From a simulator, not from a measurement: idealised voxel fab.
Documented hereafter: the process module known as voxel trench capacitor.
This is section cut - it's 225 nm across, gridded in 5 nm square cells.
Cross-sections here: square-cell grids, written as top-down lists of bands, a band being one or more rows of cells.
Each band's line starts with the height of the band's top and of its bottom, in nm. Then come its materials from left to right, each with its width in nm. One material with "all across" fills the band from edge to edge. "empty" is empty space.
For the purposes of this specification, 0 denotes the height below which the wafer in its as-received condition is composed wholly of one material, and the lowermost band, lacking a lower limit, extends downward without end, as expressed in "0..down".
The expression "30 to 40" gives the width at the extremes of the band, the first number at its top row of cells and the second at its bottom row, with the width changing by equal amounts from each row to the next in between.
You'll sometimes find "no change" written for a step, and that's the way of saying that nowhere in the cross-section did a cell change during that step.
If an empty space has no open way to the top and is at least 8 cells in size, "Enclosed internal voids" lists it, written width x height at distance, where distance is measured from the left edge and every value is in nm.
The remark found on a step's line after its settings is issued by the simulator itself and pertains to that step.
On any step carrying a mask, the "overlay nm" setting, if present on the step's line, tells how far right of its planned place the mask lay; negative values point to the left.
List of planned process steps
1,RECEIVE, material Si
2,CONFORMAL_DEP, material SiN, thk nm 5
3,PATTERN, tone open, mask id TRENCH, material resist, width nm 30, pitch nm 55, thk nm 20, overlay nm 0
4,DIRECTIONAL_ETCH, etch materials SiN, depth nm 5
5,DIRECTIONAL_ETCH, etch materials Si, depth nm 35
6,STRIP, etch materials resist
7,CONFORMAL_DEP, material Al2O3, thk nm 5
8,CONFORMAL_DEP, material TiN, thk nm 5
9,FILL_DEP, material W, thk nm 5
10,CMP, height nm 5
The first of two wafers, run as planned
Here's what the wafer looked like in cross-section when it arrived - that's after step 1
* 0..down | Si all across
* Enclosed internal voids: none
So this is the wafer cross-section right after step 2
* 5..0 | SiN all across
* Beneath the level 0, the cross-section is identical to its previous state.
So this is the wafer cross-section right after step 3
* 25..5 | resist=40, empty=30, resist=25, empty=30, resist=25, empty=30, resist=45
* Beneath the level 5, the cross-section is identical to its previous state.
So this is the wafer cross-section right after step 4
* 25..5 | resist=40, empty=30, resist=25, empty=30, resist=25, empty=30, resist=45
* 5..0 | SiN=40, empty=30, SiN=25, empty=30, SiN=25, empty=30, SiN=45
* Beneath the level 0, the cross-section is identical to its previous state.
So this is the wafer cross-section right after step 5
* 25..5 | resist=40, empty=30, resist=25, empty=30, resist=25, empty=30, resist=45
* 5..0 | SiN=40, empty=30, SiN=25, empty=30, SiN=25, empty=30, SiN=45
* 0..-35 | Si=40, empty=30, Si=25, empty=30, Si=25, empty=30, Si=45
* Beneath the level -35, the cross-section is identical to its previous state.
So this is the wafer cross-section right after step 6
* 5..0 | SiN=40, empty=30, SiN=25, empty=30, SiN=25, empty=30, SiN=45
* Beneath the level 0, the cross-section is identical to its previous state.
So this is the wafer cross-section right after step 7
* 10..5 | Al2O3=45, empty=20, Al2O3=35, empty=20, Al2O3=35, empty=20, Al2O3=50
* 5..0 | SiN=40, Al2O3=5, empty=20, Al2O3=5, SiN=25, Al2O3=5, empty=20, Al2O3=5, SiN=25, Al2O3=5, empty=20, Al2O3=5, SiN=45
* 0..-30 | Si=40, Al2O3=5, empty=20, Al2O3=5, Si=25, Al2O3=5, empty=20, Al2O3=5, Si=25, Al2O3=5, empty=20, Al2O3=5, Si=45
* -30..-35 | Si=40, Al2O3=30, Si=25, Al2O3=30, Si=25, Al2O3=30, Si=45
* Beneath the level -35, the cross-section is identical to its previous state.
So this is the wafer cross-section right after step 8
* 15..10 | TiN=50, empty=10, TiN=45, empty=10, TiN=45, empty=10, TiN=55
* 10..5 | Al2O3=45, TiN=5, empty=10, TiN=5, Al2O3=35, TiN=5, empty=10, TiN=5, Al2O3=35, TiN=5, empty=10, TiN=5, Al2O3=50
* 5..0 | SiN=40, Al2O3=5, TiN=5, empty=10, TiN=5, Al2O3=5, SiN=25, Al2O3=5, TiN=5, empty=10, TiN=5, Al2O3=5, SiN=25, Al2O3=5, TiN=5, empty=10, TiN=5, Al2O3=5, SiN=45
* 0..-25 | Si=40, Al2O3=5, TiN=5, empty=10, TiN=5, Al2O3=5, Si=25, Al2O3=5, TiN=5, empty=10, TiN=5, Al2O3=5, Si=25, Al2O3=5, TiN=5, empty=10, TiN=5, Al2O3=5, Si=45
* -25..-30 | Si=40, Al2O3=5, TiN=20, Al2O3=5, Si=25, Al2O3=5, TiN=20, Al2O3=5, Si=25, Al2O3=5, TiN=20, Al2O3=5, Si=45
* Beneath the level -30, the cross-section is identical to its previous state.
So this is the wafer cross-section right after step 9
* 20..15 | W all across
* 15..10 | TiN=50, W=10, TiN=45, W=10, TiN=45, W=10, TiN=55
* 10..5 | Al2O3=45, TiN=5, W=10, TiN=5, Al2O3=35, TiN=5, W=10, TiN=5, Al2O3=35, TiN=5, W=10, TiN=5, Al2O3=50
* 5..0 | SiN=40, Al2O3=5, TiN=5, W=10, TiN=5, Al2O3=5, SiN=25, Al2O3=5, TiN=5, W=10, TiN=5, Al2O3=5, SiN=25, Al2O3=5, TiN=5, W=10, TiN=5, Al2O3=5, SiN=45
* 0..-25 | Si=40, Al2O3=5, TiN=5, W=10, TiN=5, Al2O3=5, Si=25, Al2O3=5, TiN=5, W=10, TiN=5, Al2O3=5, Si=25, Al2O3=5, TiN=5, W=10, TiN=5, Al2O3=5, Si=45
* Beneath the level -25, the cross-section is identical to its previous state.
So this is the wafer cross-section right after step 10
* 5..0 | SiN=40, Al2O3=5, TiN=5, W=10, TiN=5, Al2O3=5, SiN=25, Al2O3=5, TiN=5, W=10, TiN=5, Al2O3=5, SiN=25, Al2O3=5, TiN=5, W=10, TiN=5, Al2O3=5, SiN=45
* Beneath the level 0, the cross-section is identical to its previous state.
For the second wafer, take the first wafer's start and plan, then add one mistake made in running it; everything through step 2, that step included, is shared with the first
At the planned end of step 3, the second wafer in cross-section
* 25..5 | resist=45, empty=20, resist=35, empty=20, resist=35, empty=20, resist=50
* Beneath the level 5, the cross-section is identical to its previous state.
At the planned end of step 4, the second wafer in cross-section
* 25..5 | resist=45, empty=20, resist=35, empty=20, resist=35, empty=20, resist=50
* 5..0 | SiN=45, empty=20, SiN=35, empty=20, SiN=35, empty=20, SiN=50
* Beneath the level 0, the cross-section is identical to its previous state.
At the planned end of step 5, the second wafer in cross-section
* 25..5 | resist=45, empty=20, resist=35, empty=20, resist=35, empty=20, resist=50
* 5..0 | SiN=45, empty=20, SiN=35, empty=20, SiN=35, empty=20, SiN=50
* 0..-35 | Si=45, empty=20, Si=35, empty=20, Si=35, empty=20, Si=50
* Beneath the level -35, the cross-section is identical to its previous state.
At the planned end of step 6, the second wafer in cross-section
* 5..0 | SiN=45, empty=20, SiN=35, empty=20, SiN=35, empty=20, SiN=50
* Beneath the level 0, the cross-section is identical to its previous state.
At the planned end of step 7, the second wafer in cross-section
* 10..5 | Al2O3=50, empty=10, Al2O3=45, empty=10, Al2O3=45, empty=10, Al2O3=55
* 5..0 | SiN=45, Al2O3=5, empty=10, Al2O3=5, SiN=35, Al2O3=5, empty=10, Al2O3=5, SiN=35, Al2O3=5, empty=10, Al2O3=5, SiN=50
* 0..-30 | Si=45, Al2O3=5, empty=10, Al2O3=5, Si=35, Al2O3=5, empty=10, Al2O3=5, Si=35, Al2O3=5, empty=10, Al2O3=5, Si=50
* -30..-35 | Si=45, Al2O3=20, Si=35, Al2O3=20, Si=35, Al2O3=20, Si=50
* Beneath the level -35, the cross-section is identical to its previous state.
At the planned end of step 8, the second wafer in cross-section
* 15..10 | TiN all across
* 10..5 | Al2O3=50, TiN=10, Al2O3=45, TiN=10, Al2O3=45, TiN=10, Al2O3=55
* 5..0 | SiN=45, Al2O3=5, TiN=10, Al2O3=5, SiN=35, Al2O3=5, TiN=10, Al2O3=5, SiN=35, Al2O3=5, TiN=10, Al2O3=5, SiN=50
* 0..-30 | Si=45, Al2O3=5, TiN=10, Al2O3=5, Si=35, Al2O3=5, TiN=10, Al2O3=5, Si=35, Al2O3=5, TiN=10, Al2O3=5, Si=50
* Beneath the level -30, the cross-section is identical to its previous state.
At the planned end of step 9, the second wafer in cross-section
* 20..15 | W all across
* Beneath the level 15, the cross-section is identical to its previous state.
At the planned end of step 10, the second wafer in cross-section
* 5..0 | SiN=45, Al2O3=5, TiN=10, Al2O3=5, SiN=35, Al2O3=5, TiN=10, Al2O3=5, SiN=35, Al2O3=5, TiN=10, Al2O3=5, SiN=50
* Beneath the level 0, the cross-section is identical to its previous state.
Short version of what went wrong: for step 3, the planned setting was not used; the step was instead run as PATTERN, tone open, mask id TRENCH, material resist, width nm 20, pitch nm 55, thk nm 20, overlay nm 0
The final cell counts differ between the wafers, with the second having more or fewer of some materials than the first: Al2O3: 6 fewer; Si: 42 more; SiN: 6 more; TiN: 6 fewer; W: 36 fewer
